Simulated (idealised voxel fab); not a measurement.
voxel quadruple lines: a process module
It is cross-section cut that appears here, measuring 165 nm in width, its square cells being 5 nm in size.
Each cross-section below is a grid of square cells, stated as bands in top-down order, with one or more rows of cells making up each band.
Band entry format. Leading values: height of top, height of bottom, nm. Remainder: materials in left-to-right order, each with its width in nm. Special words: "everywhere" on a single material, which then fills the band edge to edge; "air", empty space.
Ref level 0: as-received wafer is one material below here. Bottom band extends down with no lower bound ("0 and below").
The notation "30->40" denotes a width that varies across the rows of cells in the band, beginning at the first number in the top row, finishing at the second number in the bottom row, and changing by an identical amount from each row to the next.
Step note "nothing changed" = no cross-section cell changed.
For the entry "Listed closed voids", the listed items are empty spaces with no open way to the top whose size is 8 cells or more; each item follows the pattern width x height at distance, where distance is from the left edge and all three are in nm.
Heads up: the bit after the settings on a step's line is the simulator's remark on that step.
When a step includes a mask, the "overlay nm" setting on its line states how far to the right of its planned place that mask lay, and negative values state how far to the left.

[Process steps (planned)]
1. RECEIVE with material Si
2. CONFORMAL_DEP with material SiO2, thk nm 10
3. DIRECTIONAL_DEP with material TiN, thk nm 15
4. DIRECTIONAL_DEP with material polySi, thk nm 15
5. DIRECTIONAL_DEP with material aC, thk nm 20
6. PATTERN with tone cover, mask id MANDREL, material resist, width nm 25, thk nm 30, overlay nm -15
7. DIRECTIONAL_ETCH with etch materials aC, depth nm 20
8. STRIP with etch materials resist
9. CONFORMAL_DEP with material SiO2, thk nm 15
10. DIRECTIONAL_ETCH with etch materials SiO2, depth nm 15
11. STRIP with etch materials aC
12. DIRECTIONAL_ETCH with etch materials polySi, depth nm 15
13. STRIP with etch materials SiO2
14. CONFORMAL_DEP with material SiCN, thk nm 5
15. DIRECTIONAL_ETCH with etch materials SiCN, depth nm 5
16. STRIP with etch materials polySi
17. DIRECTIONAL_ETCH with etch materials TiN, depth nm 15
18. STRIP with etch materials SiCN
Be aware that, although all wafers share a common starting state, the overlay nm at step 6 differs among them, and the plan displays the first wafer's value.

[Received condition of the first of several wafers, sectioned: post-step 1]
- 0 and below | Si everywhere
- Listed closed voids: none

[The rows of the table below are wafers. Looking at the end of the module, a row counts, for every material, the cells the wafer has gained, shown as (+), or lost, shown as (-), since it was received; its closed voids come next]
overlay nm -15; +66 SiO2; +12 TiN; Listed closed voids: none
overlay nm -10; +66 SiO2; +12 TiN; Listed closed voids: none
overlay nm -5; +66 SiO2; +12 TiN; Listed closed voids: none
overlay nm 0; +66 SiO2; +12 TiN; Listed closed voids: none
overlay nm 5; +66 SiO2; +12 TiN; Listed closed voids: none
overlay nm 10; +66 SiO2; +12 TiN; Listed closed voids: none
overlay nm 15; +66 SiO2; +12 TiN; Listed closed voids: none
